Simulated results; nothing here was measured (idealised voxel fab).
Process module under the name voxel self aligned contacts
The figure presents cross-section cut, which has a width of 245 nm and is divided into square cells with an edge length of 5 nm.
Notation: cross-section as square-cell grid; stated in bands, top first, going down; one or more cell rows per band. Band: top and bottom heights (nm) first, top before bottom; then materials from left to right, widths in nm. "full width" marks a sole material filling the band edge to edge. "empty" denotes empty space. Height datum 0, below which the as-received substrate wafer is one material. Lowest band open at the bottom, running downward: "0..down". Width "30..40": first value at the band's top row of cells, second value at its bottom row, equal change from row to row. Step marked "stayed the same"? Then no cell in the cross-section changed in it. Voids not open to the top, 8 cells minimum: see "Sealed void list". Written width x height at distance; distance is from the left edge; nm. If you see something after the settings on a step's line, that's the simulator's own remark about that step. A step line may carry the setting "overlay nm", which, for steps involving a mask, states the distance by which the mask lay to the right of its intended position; negative values denote displacement to the left.
# Intended process steps
1,RECEIVE (material Si)
2,OXIDIZE (depth nm 5)
3,DIRECTIONAL_DEP (material polySi; thk nm 30)
4,DIRECTIONAL_DEP (material SiN; thk nm 25)
5,DIRECTIONAL_DEP (material aC; thk nm 10)
6,PATTERN (tone cover; mask id GATE; material resist; width nm 25; pitch nm 65; thk nm 25; overlay nm 0)
7,DIRECTIONAL_ETCH (etch materials aC; depth nm 10)
8,STRIP (etch materials resist)
9,DIRECTIONAL_ETCH (etch materials SiN; depth nm 25)
10,DIRECTIONAL_ETCH (etch materials polySi; depth nm 30)
11,STRIP (etch materials aC)
12,CONFORMAL_DEP (material SiN; thk nm 10)
13,DIRECTIONAL_ETCH (etch materials SiN; depth nm 10)
14,FILL_DEP (material SiO2; thk nm 20)
15,CMP (height nm 65)
16,PATTERN (tone open; mask id CONTACT; material resist; width nm 50; thk nm 15; overlay nm 0)
17,DIRECTIONAL_ETCH (etch materials SiO2; depth nm 70)
18,STRIP (etch materials resist)
19,CONFORMAL_DEP (material TiN; thk nm 5)
20,FILL_DEP (material W; thk nm 5)
21,CMP (height nm 65)
22,CONFORMAL_DEP (material SiN; thk nm 5)
# As received (post step 1): cross-section
* 0..down = Si full width
* Sealed void list: none
# Wafer at module end, in section. Began as above, planned as above, run with one mistake
* 70..65 = SiN full width
* 65..60 = SiO2=65; SiN=45; TiN=5; W=10; TiN=5; SiN=45; SiO2=70
* 60..55 = SiO2=65; SiN=45; TiN=20; SiN=45; SiO2=70
* 55..30 = SiN full width
* 30..0 = polySi full width
* 0..-5 = SiO2 full width
* -5..down = Si full width
* Sealed void list: none
What was the processing mistake? the plan had its step 4 run twice
